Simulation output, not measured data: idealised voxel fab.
process module | voxel transistor to metal
cross-section cut | 170 nm wide | cells 5 nm
A cross-section is a grid of square cells, given in bands from the top down. A band is one or more rows of cells.
Each band's line starts with the height of the band's top and of its bottom, in nm. Then come its materials from left to right, each with its width in nm. One material with "throughout" fills the band from edge to edge. "air" is empty space.
Height 0 is the level under which the wafer as received is all one material. The lowest band goes on downwards, as in "0 down".
A width such as "30 to 40" changes by the same amount from each row of cells to the next, from the band's top row to its bottom row.
"no change" after a step means that no cell of the cross-section changed.
closed voids: empty space of 8 cells or more with no open way to the top, each as width x height at its distance from the left edge, in nm
after a step's settings: what the simulator itself notes on the step
overlay nm, on a step with a mask: how far to the right of its planned place the mask lay; to the left if negative
plan
1 op RECEIVE | material Si
2 op CONFORMAL_DEP | material SiO2 | thk nm 5
3 op CONFORMAL_DEP | material SiN | thk nm 10
4 op PATTERN | tone cover | mask id ACTIVE | material resist | width nm 95 | thk nm 15 | overlay nm 0
5 op DIRECTIONAL_ETCH | etch materials SiN | depth nm 10
6 op DIRECTIONAL_ETCH | etch materials SiO2 | depth nm 5
7 op DIRECTIONAL_ETCH | etch materials Si | depth nm 35
8 op STRIP | etch materials resist
9 op FILL_DEP | material SiO2 | thk nm 10
10 op CMP | height nm 15
11 op SELECTIVE_ETCH | etch materials SiO2 | depth nm 5
12 op STRIP | etch materials SiN
13 op SELECTIVE_ETCH | etch materials SiO2 | depth nm 5
14 op OXIDIZE | depth nm 5
15 op DIRECTIONAL_DEP | material polySi | thk nm 25
16 op DIRECTIONAL_DEP | material SiCN | thk nm 10
17 op PATTERN | tone cover | mask id GATE | material resist | width nm 25 | thk nm 15 | overlay nm 0
18 op DIRECTIONAL_ETCH | etch materials SiCN | depth nm 20
19 op DIRECTIONAL_ETCH | etch materials polySi | depth nm 35
20 op STRIP | etch materials resist
21 op CONFORMAL_DEP | material SiO2 | thk nm 5
22 op DIRECTIONAL_ETCH | etch materials SiO2 | depth nm 5
23 op CONFORMAL_DEP | material SiN | thk nm 10
24 op DIRECTIONAL_ETCH | etch materials SiN | depth nm 10
25 op DIRECTIONAL_ETCH | etch materials SiO2 | depth nm 5
26 op DIRECTIONAL_ETCH | etch materials Si | depth nm 10
27 op EPI | material SiGe | thk nm 10
28 op FILL_DEP | material SiO2 | thk nm 5
29 op CMP | height nm 35
30 op DIRECTIONAL_DEP | material SiO2 | thk nm 15
31 op MASKED_ETCH | tone open | mask id CONTACT | width nm 25 | pitch nm 60 | etch materials SiO2 | depth nm 45 | overlay nm 0
32 op CONFORMAL_DEP | material TiN | thk nm 5
33 op FILL_DEP | material W | thk nm 5
34 op CMP | height nm 50
35 op DIRECTIONAL_DEP | material TiN | thk nm 5
36 op DIRECTIONAL_DEP | material Ru | thk nm 25
37 op PATTERN | tone cover | mask id METAL_1 | material resist | width nm 15 | pitch nm 70 | thk nm 15 | overlay nm 0
38 op DIRECTIONAL_ETCH | etch materials Ru | depth nm 25
39 op DIRECTIONAL_ETCH | etch materials TiN | depth nm 5
40 op STRIP | etch materials resist
41 op FILL_DEP | material SiO2 | thk nm 5
42 op CMP | height nm 80
43 op CONFORMAL_DEP | material SiCN | thk nm 5
44 op DIRECTIONAL_DEP | material SiO2 | thk nm 25
45 op PATTERN | tone open | mask id METAL_2 | material resist | width nm 15 | pitch nm 70 | thk nm 20 | overlay nm 0
46 op DIRECTIONAL_ETCH | etch materials SiO2 | depth nm 15
47 op STRIP | etch materials resist
48 op DIRECTIONAL_DEP | material aC | thk nm 10
49 op PATTERN | tone open | mask id METAL_2_HOLES | material resist | width nm 15 | pitch nm 70 | thk nm 30 | overlay nm 0
50 op DIRECTIONAL_ETCH | etch materials aC | depth nm 10
51 op STRIP | etch materials resist
52 op DIRECTIONAL_ETCH | etch materials SiO2 | depth nm 10
53 op DIRECTIONAL_ETCH | etch materials SiCN | depth nm 5
54 op STRIP | etch materials aC
55 op CONFORMAL_DEP | material TiN | thk nm 5
56 op FILL_DEP | material Ru | thk nm 10
57 op CMP | height nm 110
58 op CONFORMAL_DEP | material SiN | thk nm 5
first wafer, as planned
as received, after step 1
  0 down: Si throughout
  closed voids: none
after step 2
  5 to 0: SiO2 throughout
  below 0: unchanged
after step 3
  15 to 5: SiN throughout
  below 5: unchanged
after step 4
  30 to 15: air 35 | resist 95 | air 40
  below 15: unchanged
after step 5
  30 to 15: air 35 | resist 95 | air 40
  15 to 5: air 35 | SiN 95 | air 40
  below 5: unchanged
after step 6
  30 to 15: air 35 | resist 95 | air 40
  15 to 5: air 35 | SiN 95 | air 40
  5 to 0: air 35 | SiO2 95 | air 40
  below 0: unchanged
after step 7
  30 to 15: air 35 | resist 95 | air 40
  15 to 5: air 35 | SiN 95 | air 40
  5 to 0: air 35 | SiO2 95 | air 40
  0 to -35: air 35 | Si 95 | air 40
  below -35: unchanged
after step 8
  15 to 5: air 35 | SiN 95 | air 40
  below 5: unchanged
after step 9
  25 to 15: SiO2 throughout
  15 to 5: SiO2 35 | SiN 95 | SiO2 40
  5 to 0: SiO2 throughout
  0 to -35: SiO2 35 | Si 95 | SiO2 40
  below -35: unchanged
after step 10
  15 to 5: SiO2 35 | SiN 95 | SiO2 40
  below 5: unchanged
after step 11
  15 to 10: air 35 | SiN 95 | air 40
  below 10: unchanged
after step 12
  10 to 5: SiO2 35 | air 95 | SiO2 40
  below 5: unchanged
after step 13
  5 to 0: SiO2 30 | air 105 | SiO2 35
  below 0: unchanged
after step 14
  5 to 0: SiO2 30 | air 105 | SiO2 35
  0 to -5: SiO2 throughout
  below -5: unchanged
after step 15
  30 to 25: polySi 30 | air 105 | polySi 35
  25 to 5: polySi throughout
  5 to 0: SiO2 30 | polySi 105 | SiO2 35
  below 0: unchanged
after step 16
  40 to 35: SiCN 30 | air 105 | SiCN 35
  35 to 30: SiCN throughout
  30 to 25: polySi 30 | SiCN 105 | polySi 35
  below 25: unchanged
after step 17
  55 to 40: air 70 | resist 25 | air 75
  40 to 35: SiCN 30 | air 40 | resist 25 | air 40 | SiCN 35
  below 35: unchanged
after step 18
  55 to 35: air 70 | resist 25 | air 75
  35 to 30: air 70 | SiCN 25 | air 75
  30 to 25: polySi 30 | air 40 | SiCN 25 | air 40 | polySi 35
  below 25: unchanged
after step 19
  55 to 35: air 70 | resist 25 | air 75
  35 to 25: air 70 | SiCN 25 | air 75
  25 to 5: air 70 | polySi 25 | air 75
  5 to 0: SiO2 30 | air 40 | polySi 25 | air 40 | SiO2 35
  below 0: unchanged
after step 20
  35 to 25: air 70 | SiCN 25 | air 75
  below 25: unchanged
after step 21
  40 to 35: air 65 | SiO2 35 | air 70
  35 to 25: air 65 | SiO2 5 | SiCN 25 | SiO2 5 | air 70
  25 to 10: air 65 | SiO2 5 | polySi 25 | SiO2 5 | air 70
  10 to 5: SiO2 35 | air 30 | SiO2 5 | polySi 25 | SiO2 5 | air 30 | SiO2 40
  5 to 0: SiO2 70 | polySi 25 | SiO2 75
  below 0: unchanged
after step 22
  35 to 25: air 65 | SiO2 5 | SiCN 25 | SiO2 5 | air 70
  25 to 5: air 65 | SiO2 5 | polySi 25 | SiO2 5 | air 70
  5 to 0: SiO2 35 | air 30 | SiO2 5 | polySi 25 | SiO2 5 | air 30 | SiO2 40
  below 0: unchanged
after step 23
  45 to 35: air 55 | SiN 55 | air 60
  35 to 25: air 55 | SiN 10 | SiO2 5 | SiCN 25 | SiO2 5 | SiN 10 | air 60
  25 to 15: air 55 | SiN 10 | SiO2 5 | polySi 25 | SiO2 5 | SiN 10 | air 60
  15 to 10: SiN 45 | air 10 | SiN 10 | SiO2 5 | polySi 25 | SiO2 5 | SiN 10 | air 10 | SiN 50
  10 to 5: SiN 65 | SiO2 5 | polySi 25 | SiO2 5 | SiN 70
  5 to 0: SiO2 35 | SiN 30 | SiO2 5 | polySi 25 | SiO2 5 | SiN 30 | SiO2 40
  below 0: unchanged
after step 24
  35 to 25: air 55 | SiN 10 | SiO2 5 | SiCN 25 | SiO2 5 | SiN 10 | air 60
  25 to 5: air 55 | SiN 10 | SiO2 5 | polySi 25 | SiO2 5 | SiN 10 | air 60
  5 to 0: SiO2 35 | SiN 10 | air 10 | SiN 10 | SiO2 5 | polySi 25 | SiO2 5 | SiN 10 | air 10 | SiN 10 | SiO2 40
  below 0: unchanged
after step 25
  35 to 30: air 55 | SiN 10 | air 5 | SiCN 25 | air 5 | SiN 10 | air 60
  30 to 25: air 55 | SiN 10 | SiO2 5 | SiCN 25 | SiO2 5 | SiN 10 | air 60
  25 to 5: air 55 | SiN 10 | SiO2 5 | polySi 25 | SiO2 5 | SiN 10 | air 60
  5 to 0: air 35 | SiN 10 | air 10 | SiN 10 | SiO2 5 | polySi 25 | SiO2 5 | SiN 10 | air 10 | SiN 10 | air 40
  0 to -5: SiO2 45 | air 10 | SiO2 55 | air 10 | SiO2 50
  below -5: unchanged
after step 26
  35 to 30: air 55 | SiN 10 | air 5 | SiCN 25 | air 5 | SiN 10 | air 60
  30 to 25: air 55 | SiN 10 | SiO2 5 | SiCN 25 | SiO2 5 | SiN 10 | air 60
  25 to 5: air 55 | SiN 10 | SiO2 5 | polySi 25 | SiO2 5 | SiN 10 | air 60
  5 to 0: air 35 | SiN 10 | air 10 | SiN 10 | SiO2 5 | polySi 25 | SiO2 5 | SiN 10 | air 10 | SiN 10 | air 40
  0 to -5: SiO2 45 | air 10 | SiO2 55 | air 10 | SiO2 50
  -5 to -15: SiO2 35 | Si 10 | air 10 | Si 55 | air 10 | Si 10 | SiO2 40
  below -15: unchanged
after step 27
  35 to 30: air 55 | SiN 10 | air 5 | SiCN 25 | air 5 | SiN 10 | air 60
  30 to 25: air 55 | SiN 10 | SiO2 5 | SiCN 25 | SiO2 5 | SiN 10 | air 60
  25 to 5: air 55 | SiN 10 | SiO2 5 | polySi 25 | SiO2 5 | SiN 10 | air 60
  5 to 0: air 35 | SiN 10 | SiGe 10 | SiN 10 | SiO2 5 | polySi 25 | SiO2 5 | SiN 10 | SiGe 10 | SiN 10 | air 40
  0 to -5: SiO2 45 | SiGe 10 | SiO2 55 | SiGe 10 | SiO2 50
  -5 to -15: SiO2 35 | Si 10 | SiGe 10 | Si 55 | SiGe 10 | Si 10 | SiO2 40
  below -15: unchanged
after step 28
  40 to 35: SiO2 throughout
  35 to 25: SiO2 55 | SiN 10 | SiO2 5 | SiCN 25 | SiO2 5 | SiN 10 | SiO2 60
  25 to 5: SiO2 55 | SiN 10 | SiO2 5 | polySi 25 | SiO2 5 | SiN 10 | SiO2 60
  5 to 0: SiO2 35 | SiN 10 | SiGe 10 | SiN 10 | SiO2 5 | polySi 25 | SiO2 5 | SiN 10 | SiGe 10 | SiN 10 | SiO2 40
  below 0: unchanged
after step 29
  35 to 25: SiO2 55 | SiN 10 | SiO2 5 | SiCN 25 | SiO2 5 | SiN 10 | SiO2 60
  below 25: unchanged
after step 30
  50 to 35: SiO2 throughout
  below 35: unchanged
after step 31
  50 to 35: SiO2 40 | air 25 | SiO2 35 | air 25 | SiO2 45
  35 to 25: SiO2 40 | air 15 | SiN 10 | SiO2 5 | SiCN 25 | SiO2 5 | SiN 10 | air 15 | SiO2 45
  25 to 5: SiO2 40 | air 15 | SiN 10 | SiO2 5 | polySi 25 | SiO2 5 | SiN 10 | air 15 | SiO2 45
  below 5: unchanged
after step 32
  55 to 50: TiN 45 | air 15 | TiN 45 | air 15 | TiN 50
  50 to 40: SiO2 40 | TiN 5 | air 15 | TiN 5 | SiO2 35 | TiN 5 | air 15 | TiN 5 | SiO2 45
  40 to 35: SiO2 40 | TiN 5 | air 5 | TiN 15 | SiO2 35 | TiN 15 | air 5 | TiN 5 | SiO2 45
  35 to 25: SiO2 40 | TiN 5 | air 5 | TiN 5 | SiN 10 | SiO2 5 | SiCN 25 | SiO2 5 | SiN 10 | TiN 5 | air 5 | TiN 5 | SiO2 45
  25 to 10: SiO2 40 | TiN 5 | air 5 | TiN 5 | SiN 10 | SiO2 5 | polySi 25 | SiO2 5 | SiN 10 | TiN 5 | air 5 | TiN 5 | SiO2 45
  10 to 5: SiO2 40 | TiN 15 | SiN 10 | SiO2 5 | polySi 25 | SiO2 5 | SiN 10 | TiN 15 | SiO2 45
  below 5: unchanged
after step 33
  60 to 55: W throughout
  55 to 50: TiN 45 | W 15 | TiN 45 | W 15 | TiN 50
  50 to 40: SiO2 40 | TiN 5 | W 15 | TiN 5 | SiO2 35 | TiN 5 | W 15 | TiN 5 | SiO2 45
  40 to 35: SiO2 40 | TiN 5 | W 5 | TiN 15 | SiO2 35 | TiN 15 | W 5 | TiN 5 | SiO2 45
  35 to 25: SiO2 40 | TiN 5 | W 5 | TiN 5 | SiN 10 | SiO2 5 | SiCN 25 | SiO2 5 | SiN 10 | TiN 5 | W 5 | TiN 5 | SiO2 45
  25 to 10: SiO2 40 | TiN 5 | W 5 | TiN 5 | SiN 10 | SiO2 5 | polySi 25 | SiO2 5 | SiN 10 | TiN 5 | W 5 | TiN 5 | SiO2 45
  below 10: unchanged
after step 34
  50 to 40: SiO2 40 | TiN 5 | W 15 | TiN 5 | SiO2 35 | TiN 5 | W 15 | TiN 5 | SiO2 45
  below 40: unchanged
after step 35
  55 to 50: TiN throughout
  below 50: unchanged
after step 36
  80 to 55: Ru throughout
  below 55: unchanged
after step 37
  95 to 80: air 40 | resist 15 | air 55 | resist 15 | air 45
  below 80: unchanged
after step 38
  95 to 80: air 40 | resist 15 | air 55 | resist 15 | air 45
  80 to 55: air 40 | Ru 15 | air 55 | Ru 15 | air 45
  below 55: unchanged
after step 39
  95 to 80: air 40 | resist 15 | air 55 | resist 15 | air 45
  80 to 55: air 40 | Ru 15 | air 55 | Ru 15 | air 45
  55 to 50: air 40 | TiN 15 | air 55 | TiN 15 | air 45
  below 50: unchanged
after step 40
  80 to 55: air 40 | Ru 15 | air 55 | Ru 15 | air 45
  below 55: unchanged
after step 41
  85 to 80: SiO2 throughout
  80 to 55: SiO2 40 | Ru 15 | SiO2 55 | Ru 15 | SiO2 45
  55 to 50: SiO2 40 | TiN 15 | SiO2 55 | TiN 15 | SiO2 45
  below 50: unchanged
after step 42
  80 to 55: SiO2 40 | Ru 15 | SiO2 55 | Ru 15 | SiO2 45
  below 55: unchanged
after step 43
  85 to 80: SiCN throughout
  below 80: unchanged
after step 44
  110 to 85: SiO2 throughout
  below 85: unchanged
after step 45
  130 to 110: resist 40 | air 15 | resist 55 | air 15 | resist 45
  below 110: unchanged
after step 46
  130 to 110: resist 40 | air 15 | resist 55 | air 15 | resist 45
  110 to 95: SiO2 40 | air 15 | SiO2 55 | air 15 | SiO2 45
  below 95: unchanged
after step 47
  110 to 95: SiO2 40 | air 15 | SiO2 55 | air 15 | SiO2 45
  below 95: unchanged
after step 48
  120 to 110: aC 40 | air 15 | aC 55 | air 15 | aC 45
  110 to 105: SiO2 40 | air 15 | SiO2 55 | air 15 | SiO2 45
  105 to 95: SiO2 40 | aC 15 | SiO2 55 | aC 15 | SiO2 45
  below 95: unchanged
after step 49
  150 to 120: resist 40 | air 15 | resist 55 | air 15 | resist 45
  below 120: unchanged
after step 50
  140 to 120: resist 40 | air 15 | resist 55 | air 15 | resist 45
  120 to 110: aC 40 | air 15 | aC 55 | air 15 | aC 45
  110 to 95: SiO2 40 | air 15 | SiO2 55 | air 15 | SiO2 45
  below 95: unchanged
after step 51
  120 to 110: aC 40 | air 15 | aC 55 | air 15 | aC 45
  below 110: unchanged
after step 52
  120 to 110: aC 40 | air 15 | aC 55 | air 15 | aC 45
  110 to 85: SiO2 40 | air 15 | SiO2 55 | air 15 | SiO2 45
  below 85: unchanged
after step 53
  120 to 110: aC 40 | air 15 | aC 55 | air 15 | aC 45
  110 to 85: SiO2 40 | air 15 | SiO2 55 | air 15 | SiO2 45
  85 to 80: SiCN 40 | air 15 | SiCN 55 | air 15 | SiCN 45
  below 80: unchanged
after step 54
  110 to 85: SiO2 40 | air 15 | SiO2 55 | air 15 | SiO2 45
  below 85: unchanged
after step 55
  115 to 110: TiN 45 | air 5 | TiN 65 | air 5 | TiN 50
  110 to 85: SiO2 40 | TiN 5 | air 5 | TiN 5 | SiO2 55 | TiN 5 | air 5 | TiN 5 | SiO2 45
  85 to 80: SiCN 40 | TiN 15 | SiCN 55 | TiN 15 | SiCN 45
  below 80: unchanged
after step 56
  125 to 115: Ru throughout
  115 to 110: TiN 45 | Ru 5 | TiN 65 | Ru 5 | TiN 50
  110 to 85: SiO2 40 | TiN 5 | Ru 5 | TiN 5 | SiO2 55 | TiN 5 | Ru 5 | TiN 5 | SiO2 45
  below 85: unchanged
after step 57
  110 to 85: SiO2 40 | TiN 5 | Ru 5 | TiN 5 | SiO2 55 | TiN 5 | Ru 5 | TiN 5 | SiO2 45
  below 85: unchanged
after step 58
  115 to 110: SiN throughout
  below 110: unchanged
second wafer: like start, like plan, one mistake. Through step 21 it matches the first wafer
when step 22 should have ended
  35 to 25: air 70 | SiCN 25 | air 75
  25 to 0: air 65 | SiO2 5 | polySi 25 | SiO2 5 | air 70
  0 to -5: air 65 | SiO2 35 | air 70
  below -5: unchanged
when step 23 should have ended
  45 to 35: air 60 | SiN 45 | air 65
  35 to 25: air 55 | SiN 15 | SiCN 25 | SiN 15 | air 60
  25 to 5: air 55 | SiN 10 | SiO2 5 | polySi 25 | SiO2 5 | SiN 10 | air 60
  5 to 0: SiN 65 | SiO2 5 | polySi 25 | SiO2 5 | SiN 70
  0 to -5: SiN 65 | SiO2 35 | SiN 70
  below -5: unchanged
when step 24 should have ended
  35 to 25: air 60 | SiN 10 | SiCN 25 | SiN 10 | air 65
  25 to 0: air 55 | SiN 10 | SiO2 5 | polySi 25 | SiO2 5 | SiN 10 | air 60
  0 to -5: air 55 | SiN 10 | SiO2 35 | SiN 10 | air 60
  below -5: unchanged
when step 25 should have ended
  35 to 25: air 60 | SiN 10 | SiCN 25 | SiN 10 | air 65
  25 to 0: air 55 | SiN 10 | SiO2 5 | polySi 25 | SiO2 5 | SiN 10 | air 60
  0 to -5: air 55 | SiN 10 | SiO2 35 | SiN 10 | air 60
  -5 to -10: air 35 | Si 95 | air 40
  below -10: unchanged
when step 26 should have ended
  35 to 25: air 60 | SiN 10 | SiCN 25 | SiN 10 | air 65
  25 to 0: air 55 | SiN 10 | SiO2 5 | polySi 25 | SiO2 5 | SiN 10 | air 60
  0 to -5: air 55 | SiN 10 | SiO2 35 | SiN 10 | air 60
  -5 to -10: air 55 | Si 55 | air 60
  -10 to -15: SiO2 35 | air 20 | Si 55 | air 20 | SiO2 40
  below -15: unchanged
when step 27 should have ended
  35 to 25: air 60 | SiN 10 | SiCN 25 | SiN 10 | air 65
  25 to 5: air 55 | SiN 10 | SiO2 5 | polySi 25 | SiO2 5 | SiN 10 | air 60
  5 to 0: air 45 | SiGe 10 | SiN 10 | SiO2 5 | polySi 25 | SiO2 5 | SiN 10 | SiGe 10 | air 50
  0 to -5: air 45 | SiGe 10 | SiN 10 | SiO2 35 | SiN 10 | SiGe 10 | air 50
  -5 to -10: air 30 | SiGe 25 | Si 55 | SiGe 25 | air 35
  -10 to -15: SiO2 35 | SiGe 20 | Si 55 | SiGe 20 | SiO2 40
  below -15: unchanged
when step 28 should have ended
  40 to 35: SiO2 throughout
  35 to 25: SiO2 60 | SiN 10 | SiCN 25 | SiN 10 | SiO2 65
  25 to 5: SiO2 55 | SiN 10 | SiO2 5 | polySi 25 | SiO2 5 | SiN 10 | SiO2 60
  5 to 0: SiO2 45 | SiGe 10 | SiN 10 | SiO2 5 | polySi 25 | SiO2 5 | SiN 10 | SiGe 10 | SiO2 50
  0 to -5: SiO2 45 | SiGe 10 | SiN 10 | SiO2 35 | SiN 10 | SiGe 10 | SiO2 50
  -5 to -15: SiO2 30 to 35 | SiGe 25 to 20 | Si 55 | SiGe 25 to 20 | SiO2 35 to 40
  below -15: unchanged
when step 29 should have ended
  35 to 25: SiO2 60 | SiN 10 | SiCN 25 | SiN 10 | SiO2 65
  below 25: unchanged
when step 30 should have ended
  50 to 35: SiO2 throughout
  below 35: unchanged
when step 31 should have ended
  50 to 35: SiO2 40 | air 25 | SiO2 35 | air 25 | SiO2 45
  35 to 25: SiO2 40 | air 20 | SiN 10 | SiCN 25 | SiN 10 | air 20 | SiO2 45
  25 to 5: SiO2 40 | air 15 | SiN 10 | SiO2 5 | polySi 25 | SiO2 5 | SiN 10 | air 15 | SiO2 45
  below 5: unchanged
when step 32 should have ended
  55 to 50: TiN 45 | air 15 | TiN 45 | air 15 | TiN 50
  50 to 40: SiO2 40 | TiN 5 | air 15 | TiN 5 | SiO2 35 | TiN 5 | air 15 | TiN 5 | SiO2 45
  40 to 35: SiO2 40 | TiN 5 | air 10 | TiN 10 | SiO2 35 | TiN 10 | air 10 | TiN 5 | SiO2 45
  35 to 25: SiO2 40 | TiN 5 | air 10 to 5 | TiN 5 to 10 | SiN 10 | SiCN 25 | SiN 10 | TiN 5 to 10 | air 10 to 5 | TiN 5 | SiO2 45
  25 to 10: SiO2 40 | TiN 5 | air 5 | TiN 5 | SiN 10 | SiO2 5 | polySi 25 | SiO2 5 | SiN 10 | TiN 5 | air 5 | TiN 5 | SiO2 45
  10 to 5: SiO2 40 | TiN 15 | SiN 10 | SiO2 5 | polySi 25 | SiO2 5 | SiN 10 | TiN 15 | SiO2 45
  below 5: unchanged
when step 33 should have ended
  60 to 55: W throughout
  55 to 50: TiN 45 | W 15 | TiN 45 | W 15 | TiN 50
  50 to 40: SiO2 40 | TiN 5 | W 15 | TiN 5 | SiO2 35 | TiN 5 | W 15 | TiN 5 | SiO2 45
  40 to 35: SiO2 40 | TiN 5 | W 10 | TiN 10 | SiO2 35 | TiN 10 | W 10 | TiN 5 | SiO2 45
  35 to 25: SiO2 40 | TiN 5 | W 10 to 5 | TiN 5 to 10 | SiN 10 | SiCN 25 | SiN 10 | TiN 5 to 10 | W 10 to 5 | TiN 5 | SiO2 45
  25 to 10: SiO2 40 | TiN 5 | W 5 | TiN 5 | SiN 10 | SiO2 5 | polySi 25 | SiO2 5 | SiN 10 | TiN 5 | W 5 | TiN 5 | SiO2 45
  below 10: unchanged
when step 34 should have ended
  50 to 40: SiO2 40 | TiN 5 | W 15 | TiN 5 | SiO2 35 | TiN 5 | W 15 | TiN 5 | SiO2 45
  below 40: unchanged
when step 35 should have ended
  55 to 50: TiN throughout
  below 50: unchanged
when step 36 should have ended
  80 to 55: Ru throughout
  below 55: unchanged
when step 37 should have ended
  95 to 80: air 40 | resist 15 | air 55 | resist 15 | air 45
  below 80: unchanged
when step 38 should have ended
  95 to 80: air 40 | resist 15 | air 55 | resist 15 | air 45
  80 to 55: air 40 | Ru 15 | air 55 | Ru 15 | air 45
  below 55: unchanged
when step 39 should have ended
  95 to 80: air 40 | resist 15 | air 55 | resist 15 | air 45
  80 to 55: air 40 | Ru 15 | air 55 | Ru 15 | air 45
  55 to 50: air 40 | TiN 15 | air 55 | TiN 15 | air 45
  below 50: unchanged
when step 40 should have ended
  80 to 55: air 40 | Ru 15 | air 55 | Ru 15 | air 45
  below 55: unchanged
when step 41 should have ended
  85 to 80: SiO2 throughout
  80 to 55: SiO2 40 | Ru 15 | SiO2 55 | Ru 15 | SiO2 45
  55 to 50: SiO2 40 | TiN 15 | SiO2 55 | TiN 15 | SiO2 45
  below 50: unchanged
when step 42 should have ended
  80 to 55: SiO2 40 | Ru 15 | SiO2 55 | Ru 15 | SiO2 45
  below 55: unchanged
when step 43 should have ended
  85 to 80: SiCN throughout
  below 80: unchanged
when step 44 should have ended
  110 to 85: SiO2 throughout
  below 85: unchanged
when step 45 should have ended
  130 to 110: resist 40 | air 15 | resist 55 | air 15 | resist 45
  below 110: unchanged
when step 46 should have ended
  130 to 110: resist 40 | air 15 | resist 55 | air 15 | resist 45
  110 to 95: SiO2 40 | air 15 | SiO2 55 | air 15 | SiO2 45
  below 95: unchanged
when step 47 should have ended
  110 to 95: SiO2 40 | air 15 | SiO2 55 | air 15 | SiO2 45
  below 95: unchanged
when step 48 should have ended
  120 to 110: aC 40 | air 15 | aC 55 | air 15 | aC 45
  110 to 105: SiO2 40 | air 15 | SiO2 55 | air 15 | SiO2 45
  105 to 95: SiO2 40 | aC 15 | SiO2 55 | aC 15 | SiO2 45
  below 95: unchanged
when step 49 should have ended
  150 to 120: resist 40 | air 15 | resist 55 | air 15 | resist 45
  below 120: unchanged
when step 50 should have ended
  140 to 120: resist 40 | air 15 | resist 55 | air 15 | resist 45
  120 to 110: aC 40 | air 15 | aC 55 | air 15 | aC 45
  110 to 95: SiO2 40 | air 15 | SiO2 55 | air 15 | SiO2 45
  below 95: unchanged
when step 51 should have ended
  120 to 110: aC 40 | air 15 | aC 55 | air 15 | aC 45
  below 110: unchanged
when step 52 should have ended
  120 to 110: aC 40 | air 15 | aC 55 | air 15 | aC 45
  110 to 85: SiO2 40 | air 15 | SiO2 55 | air 15 | SiO2 45
  below 85: unchanged
when step 53 should have ended
  120 to 110: aC 40 | air 15 | aC 55 | air 15 | aC 45
  110 to 85: SiO2 40 | air 15 | SiO2 55 | air 15 | SiO2 45
  85 to 80: SiCN 40 | air 15 | SiCN 55 | air 15 | SiCN 45
  below 80: unchanged
when step 54 should have ended
  110 to 85: SiO2 40 | air 15 | SiO2 55 | air 15 | SiO2 45
  below 85: unchanged
when step 55 should have ended
  115 to 110: TiN 45 | air 5 | TiN 65 | air 5 | TiN 50
  110 to 85: SiO2 40 | TiN 5 | air 5 | TiN 5 | SiO2 55 | TiN 5 | air 5 | TiN 5 | SiO2 45
  85 to 80: SiCN 40 | TiN 15 | SiCN 55 | TiN 15 | SiCN 45
  below 80: unchanged
when step 56 should have ended
  125 to 115: Ru throughout
  115 to 110: TiN 45 | Ru 5 | TiN 65 | Ru 5 | TiN 50
  110 to 85: SiO2 40 | TiN 5 | Ru 5 | TiN 5 | SiO2 55 | TiN 5 | Ru 5 | TiN 5 | SiO2 45
  below 85: unchanged
when step 57 should have ended
  110 to 85: SiO2 40 | TiN 5 | Ru 5 | TiN 5 | SiO2 55 | TiN 5 | Ru 5 | TiN 5 | SiO2 45
  below 85: unchanged
when step 58 should have ended
  115 to 110: SiN throughout
  below 110: unchanged
what went wrong: step 22 ran as: op DIRECTIONAL_ETCH | etch materials SiO2 | depth nm 15
at the end the second wafer has, in cells: 8 fewer of Si | 10 more of SiGe | 6 fewer of SiO2 | 4 more of W
